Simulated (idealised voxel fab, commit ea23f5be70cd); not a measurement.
process module | voxel self aligned contacts
cross-section cut | 270 nm wide | cells 5 nm
A cross-section is a grid of square cells, given in bands from the top down. A band is one or more rows of cells.
Each band's line starts with the height of the band's top and of its bottom, in nm. Then come its materials from left to right, each with its width in nm. One material with "throughout" fills the band from edge to edge. "air" is empty space.
Height 0 is the level under which the wafer as received is all one material. The lowest band goes on downwards, as in "0 down".
A width such as "30 to 40" changes by the same amount from each row of cells to the next, from the band's top row to its bottom row.
"no change" after a step means that no cell of the cross-section changed.
closed voids: empty space of 8 cells or more with no open way to the top, each as width x height at its distance from the left edge, in nm
after a step's settings: what the simulator itself notes on the step
overlay nm, on a step with a mask: how far to the right of its planned place the mask lay; to the left if negative
plan
1 op RECEIVE | material Si
2 op OXIDIZE | depth nm 5
3 op DIRECTIONAL_DEP | material polySi | thk nm 30
4 op DIRECTIONAL_DEP | material SiN | thk nm 20
5 op DIRECTIONAL_DEP | material aC | thk nm 10
6 op PATTERN | tone cover | mask id GATE | material resist | width nm 30 | pitch nm 75 | thk nm 30 | overlay nm 0
7 op DIRECTIONAL_ETCH | etch materials aC | depth nm 10
8 op STRIP | etch materials resist
9 op DIRECTIONAL_ETCH | etch materials SiN | depth nm 20
10 op DIRECTIONAL_ETCH | etch materials polySi | depth nm 30
11 op STRIP | etch materials aC
12 op CONFORMAL_DEP | material SiN | thk nm 10
13 op DIRECTIONAL_ETCH | etch materials SiN | depth nm 5
14 op FILL_DEP | material SiO2 | thk nm 20
15 op CMP | height nm 60
16 op DIRECTIONAL_DEP | material aC | thk nm 10
17 op PATTERN | tone open | mask id CONTACT | material resist | width nm 55 | thk nm 30 | overlay nm 0
18 op DIRECTIONAL_ETCH | etch materials aC | depth nm 10
19 op STRIP | etch materials resist
20 op DIRECTIONAL_ETCH | etch materials SiO2 | depth nm 65
21 op STRIP | etch materials aC
22 op CONFORMAL_DEP | material TiN | thk nm 5
23 op FILL_DEP | material Ru | thk nm 5
24 op CMP | height nm 60
25 op CONFORMAL_DEP | material SiN | thk nm 5
varied across the wafers: depth nm of step 13. The plan shows the first wafer's value. All wafers start alike
first wafer as received, after step 1
  0 down: Si throughout
  closed voids: none
each wafer at the end: cells of each material gained (+) or lost (-) since it was received, then its closed voids
depth nm 5 | +30 Ru | -54 Si | +236 SiN | +387 SiO2 | +31 TiN | +72 polySi | closed voids: none
depth nm 10 | +42 Ru | -54 Si | +182 SiN | +425 SiO2 | +35 TiN | +72 polySi | closed voids: none
depth nm 15 | +48 Ru | -54 Si | +162 SiN | +439 SiO2 | +35 TiN | +72 polySi | closed voids: none
depth nm 20 | +54 Ru | -54 Si | +142 SiN | +453 SiO2 | +35 TiN | +72 polySi | closed voids: none
